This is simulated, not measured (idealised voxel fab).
Process module in this document: voxel wiring stack
The cross-section shown here is cut; it is 270 nm wide and divided into square cells measuring 5 nm on a side.
Cross-section format: a grid of square cells, given as bands from top to bottom; each band is one or more rows of cells.
In this notation a band is specified by the heights of its top and bottom, in that order and in nm, after which its materials appear from left to right, each paired with its width in nm. The word "throughout" attached to a single material means that material fills the band from edge to edge; the word "blank" stands for empty space.
Height is counted from the level 0, under which the received wafer is composed throughout of one material. The lowest of the bands is not closed at the bottom but continues downward, in the notation "top 0, no bottom".
So if you see something like "30 to 40" for the width, read it as the top row of the band sitting at the first number and the bottom row at the second, with every row in between moving by the same amount as the last.
When a step is marked "nothing was modified", none of the cells in the cross-section changed during that step.
Empty spaces counting at least 8 cells and having no open way to the top are listed in "Closed void entries". The notation width x height at distance is used for each, the distance being from the left edge and all three values in nm.
Post-settings text on a step line: simulator's own remark regarding the step.
overlay nm, on a step with a mask: how far to the right of its planned place the mask lay; to the left if negative

**List of planned process steps**
- 1: RECEIVE (material Si)
- 2: CONFORMAL_DEP (material SiO2; thk nm 15)
- 3: CONFORMAL_DEP (material SiN; thk nm 5)
- 4: DIRECTIONAL_DEP (material SiO2; thk nm 15)
- 5: PATTERN (tone open; mask id METAL_1; material resist; width nm 30; pitch nm 50; thk nm 20; overlay nm 0)
- 6: DIRECTIONAL_ETCH (etch materials SiO2; depth nm 15)
- 7: DIRECTIONAL_ETCH (etch materials SiN; depth nm 5)
- 8: STRIP (etch materials resist)
- 9: CONFORMAL_DEP (material TiN; thk nm 5)
- 10: FILL_DEP (material Cu; thk nm 10)
- 11: CMP (height nm 35)
- 12: CONFORMAL_DEP (material SiCN; thk nm 5)
- 13: DIRECTIONAL_DEP (material lowk; thk nm 25)
- 14: MASKED_ETCH (tone open; mask id METAL_2_HOLES; width nm 15; etch materials lowk; depth nm 25; overlay nm 0)
- 15: DIRECTIONAL_DEP (material aC; thk nm 10)
- 16: PATTERN (tone open; mask id METAL_2; material resist; width nm 30; pitch nm 50; thk nm 25; overlay nm 0)
- 17: DIRECTIONAL_ETCH (etch materials aC; depth nm 10)
- 18: STRIP (etch materials resist)
- 19: DIRECTIONAL_ETCH (etch materials lowk; depth nm 15)
- 20: DIRECTIONAL_ETCH (etch materials SiCN; depth nm 5)
- 21: STRIP (etch materials aC)
- 22: CONFORMAL_DEP (material TiN; thk nm 5)
- 23: FILL_DEP (material Ru; thk nm 5)
- 24: CMP (height nm 65)
- 25: CONFORMAL_DEP (material SiCN; thk nm 5)
- 26: DIRECTIONAL_DEP (material SiO2; thk nm 10)
- 27: MASKED_ETCH (tone open; mask id PLUG_2; width nm 15; etch materials SiO2; depth nm 10; overlay nm 0)
- 28: MASKED_ETCH (tone open; mask id PLUG_2; width nm 15; etch materials SiCN; depth nm 5; overlay nm 0)
- 29: CONFORMAL_DEP (material TiN; thk nm 5)
- 30: FILL_DEP (material Ru; thk nm 5)
- 31: CMP (height nm 80)
- 32: CONFORMAL_DEP (material SiN; thk nm 5)
- 33: DIRECTIONAL_DEP (material SiO2; thk nm 20)
- 34: MASKED_ETCH (tone open; mask id METAL_3; width nm 30; pitch nm 50; etch materials SiO2; depth nm 20; overlay nm 0)
- 35: MASKED_ETCH (tone open; mask id METAL_3; width nm 30; pitch nm 50; etch materials SiN; depth nm 5; overlay nm 0)
- 36: CONFORMAL_DEP (material TiN; thk nm 5)
- 37: FILL_DEP (material Ru; thk nm 5)
- 38: CMP (height nm 105)
- 39: CONFORMAL_DEP (material SiN; thk nm 5)

**As received (post step 1): cross-section**
  top 0, no bottom: Si throughout
  Closed void entries: none

**Cross-section at module end, one run error; start and plan unchanged from above**
  top 110, bottom 105: SiN throughout
  top 105, bottom 85: SiO2 (95), TiN (5), Ru (20), TiN (5), SiO2 (20), TiN (5), Ru (20), TiN (5), SiO2 (95)
  top 85, bottom 80: SiN (95), TiN (30), SiN (20), TiN (30), SiN (95)
  top 80, bottom 70: SiO2 (95), TiN (5), Ru (10 to 5), TiN (5 to 10), SiO2 (155)
  top 70, bottom 65: SiCN (95), TiN (15), SiCN (160)
  top 65, bottom 55: lowk (95), TiN (5), Ru (20), TiN (5), lowk (20), TiN (5), Ru (20), TiN (5), lowk (95)
  top 55, bottom 50: lowk (95), TiN (5), Ru (5), TiN (20), lowk (20), TiN (30), lowk (95)
  top 50, bottom 40: lowk (95), TiN (5), Ru (5), TiN (5), lowk (160)
  top 40, bottom 35: SiCN (95), TiN (15), SiCN (160)
  top 35, bottom 20: SiO2 (95), TiN (5), Cu (20), TiN (5), SiO2 (20), TiN (5), Cu (20), TiN (5), SiO2 (95)
  top 20, bottom 15: SiN (95), TiN (30), SiN (20), TiN (30), SiN (95)
  top 15, bottom 0: SiO2 throughout
  top 0, no bottom: Si throughout
  Closed void entries: none
Heads up, the wafer didn't run the way we planned it: so step 27 ended up running with a different setting than we planned, it ran as MASKED_ETCH (tone open; mask id PLUG_2; width nm 20; etch materials SiO2; depth nm 10; overlay nm 0)
